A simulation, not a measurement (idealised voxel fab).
Process module under the name voxel self aligned contacts
The width of the displayed cross-section, cut, is 215 nm; its cells are square, with a size of 5 nm.
Square cells in a grid make up a cross-section in this document, and the grid is given as bands, listed from the top down, each one or more rows of cells.
Band entry format. Leading values: height of top, height of bottom, nm. Remainder: materials in left-to-right order, each with its width in nm. Special words: "edge to edge" on a single material, which then fills the band edge to edge; "air", empty space.
Measure heights from 0. That's the level where, below it, the as-received wafer is all one material. The lowest band is bottomless and extends downward; write it as in "from 0 down".
You'd read "30..40" like this: the band's top row of cells is as wide as the first number, its bottom row is as wide as the second, and going down, every row changes width by the same amount as the row before did.
"nothing different" (step): cross-section cells unchanged, all of them.
The entry "Enclosed empty spaces" lists the empty spaces that cover at least 8 cells and have no open path to the top. Each is written as width x height at distance, where the distance is measured from the left edge and all three values are in nm.
Step line, after settings: the simulator's comment on this step.
When a step includes a mask, the "overlay nm" setting on its line states how far to the right of its planned place that mask lay, and negative values state how far to the left.
-- The following list gives the planned process steps
| 1 | RECEIVE,material Si |
| 2 | CONFORMAL_DEP,material SiO2,thk nm 5 |
| 3 | DIRECTIONAL_DEP,material polySi,thk nm 20 |
| 4 | DIRECTIONAL_DEP,material SiN,thk nm 25 |
| 5 | MASKED_ETCH,tone cover,mask id GATE,width nm 25,pitch nm 60,etch materials SiN,depth nm 25,overlay nm 0 |
| 6 | MASKED_ETCH,tone cover,mask id GATE,width nm 25,pitch nm 60,etch materials polySi,depth nm 20,overlay nm 0 |
| 7 | CONFORMAL_DEP,material SiN,thk nm 10 |
| 8 | DIRECTIONAL_ETCH,etch materials SiN,depth nm 10 |
| 9 | FILL_DEP,material SiO2,thk nm 10 |
| 10 | CMP,height nm 55 |
| 11 | DIRECTIONAL_DEP,material aC,thk nm 10 |
| 12 | PATTERN,tone open,mask id CONTACT,material resist,width nm 45,thk nm 30,overlay nm 0 |
| 13 | DIRECTIONAL_ETCH,etch materials aC,depth nm 10 |
| 14 | STRIP,etch materials resist |
| 15 | DIRECTIONAL_ETCH,etch materials SiO2,depth nm 55 |
| 16 | STRIP,etch materials aC |
| 17 | CONFORMAL_DEP,material TiN,thk nm 5 |
| 18 | FILL_DEP,material Ru,thk nm 5 |
| 19 | CMP,height nm 45 |
| 20 | CONFORMAL_DEP,material SiCN,thk nm 5 |
It is noted that the wafers described herein are identical at the outset and are distinguished by the height nm of step 19; the value stated in the plan corresponds to the first wafer.
-- Cross-section, first of several wafers, as delivered after step 1
	from 0 down: Si edge to edge
	Enclosed empty spaces: none
-- Module end state after final step 20: cross-section of the first of several wafers
	from 50 to 45: SiCN edge to edge
	from 45 to 25: SiO2 (55), SiN (45), TiN (5), Ru (5), TiN (5), SiN (45), SiO2 (55)
	from 25 to 5: SiO2 (55), SiN (10), polySi (25), SiN (10), TiN (5), Ru (5), TiN (5), SiN (10), polySi (25), SiN (10), SiO2 (55)
	from 5 to 0: SiO2 (100), TiN (15), SiO2 (100)
	from 0 down: Si edge to edge
	Enclosed empty spaces: none
-- Last wafer, end of module, cross-section
	from 70 to 65: SiCN edge to edge
	from 65 to 60: Ru edge to edge
	from 60 to 55: TiN (90), Ru (35), TiN (90)
	from 55 to 50: SiO2 (85), TiN (20), Ru (5), TiN (20), SiO2 (85)
	from 50 to 25: SiO2 (55), SiN (45), TiN (5), Ru (5), TiN (5), SiN (45), SiO2 (55)
	from 25 to 5: SiO2 (55), SiN (10), polySi (25), SiN (10), TiN (5), Ru (5), TiN (5), SiN (10), polySi (25), SiN (10), SiO2 (55)
	from 5 to 0: SiO2 (100), TiN (15), SiO2 (100)
	from 0 down: Si edge to edge
	Enclosed empty spaces: none
-- Below, a row for every wafer. Read it as the end-of-module picture: for each material the wafer shows its cells gained (+) or lost (-) since it was received, and then its closed voids
height nm 45 | +8 Ru | +43 SiCN | +104 SiN | +216 SiO2 | +19 TiN | +40 polySi | Enclosed empty spaces: none
height nm 50 | +9 Ru | +43 SiCN | +122 SiN | +238 SiO2 | +21 TiN | +40 polySi | Enclosed empty spaces: none
height nm 55 | +10 Ru | +43 SiCN | +122 SiN | +272 SiO2 | +29 TiN | +40 polySi | Enclosed empty spaces: none
height nm 60 | +17 Ru | +43 SiCN | +122 SiN | +272 SiO2 | +65 TiN | +40 polySi | Enclosed empty spaces: none
height nm 65 | +60 Ru | +43 SiCN | +122 SiN | +272 SiO2 | +65 TiN | +40 polySi | Enclosed empty spaces: none
